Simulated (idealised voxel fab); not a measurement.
Process module under the name voxel tone inversion
Cross-section cut: width 190 nm, square cells of 5 nm.
Throughout this document, each cross-section is represented as a grid of square cells and is presented as a sequence of bands enumerated from the top downward, where a band comprises one or more rows of cells. The entry gives the band's vertical extent as a top height and a bottom height in nm, then its horizontal make-up as materials from left to right, each with a width in nm. "empty" stands for empty space; a single material marked "edge to edge" fills the band edge to edge. Heights from 0 (as-received wafer is one material below). Bottom band endless downward, as "from 0 down". The notation "30..40" denotes a width that varies across the rows of cells in the band, beginning at the first number in the top row, finishing at the second number in the bottom row, and changing by an identical amount from each row to the next. Step note "remained the same" = no cross-section cell changed. Reported under the label "Closed cavity list" are the empty spaces having no open way to the top and comprising 8 cells or more; the notation for each is width x height at distance, in which the distance is measured from the left edge and all three values are in nm. If you see something after the settings on a step's line, that's the simulator's own remark about that step. On any step carrying a mask, the "overlay nm" setting, if present on the step's line, tells how far right of its planned place the mask lay; negative values point to the left.
### Here's what the planned process steps look like
1: RECEIVE [material Si]
2: CONFORMAL_DEP [material SiN] [thk nm 5]
3: DIRECTIONAL_DEP [material polySi] [thk nm 15]
4: PATTERN [tone cover] [mask id POSTS] [material resist] [width nm 15] [pitch nm 45] [thk nm 25] [overlay nm 0]
5: DIRECTIONAL_ETCH [etch materials polySi] [depth nm 15]
6: STRIP [etch materials resist]
7: FILL_DEP [material SiO2] [thk nm 5]
8: CMP [height nm 20]
9: STRIP [etch materials polySi]
### Cross-section, incoming material, after step 1
> from 0 down  Si edge to edge
> Closed cavity list: none
### The module was run from the start shown above using the plan shown above, but one mistake was made doing it; the resulting wafer cross-section is below
> from 20 to 15  SiO2 edge to edge
> from 15 to 0  40 SiO2  15 polySi  30 SiO2  15 polySi  30 SiO2  15 polySi  45 SiO2
> from 0 down  Si edge to edge
> Closed cavity list: none
What went wrong in running the wafer? heads up, step 2 of the plan was skipped and never actually ran
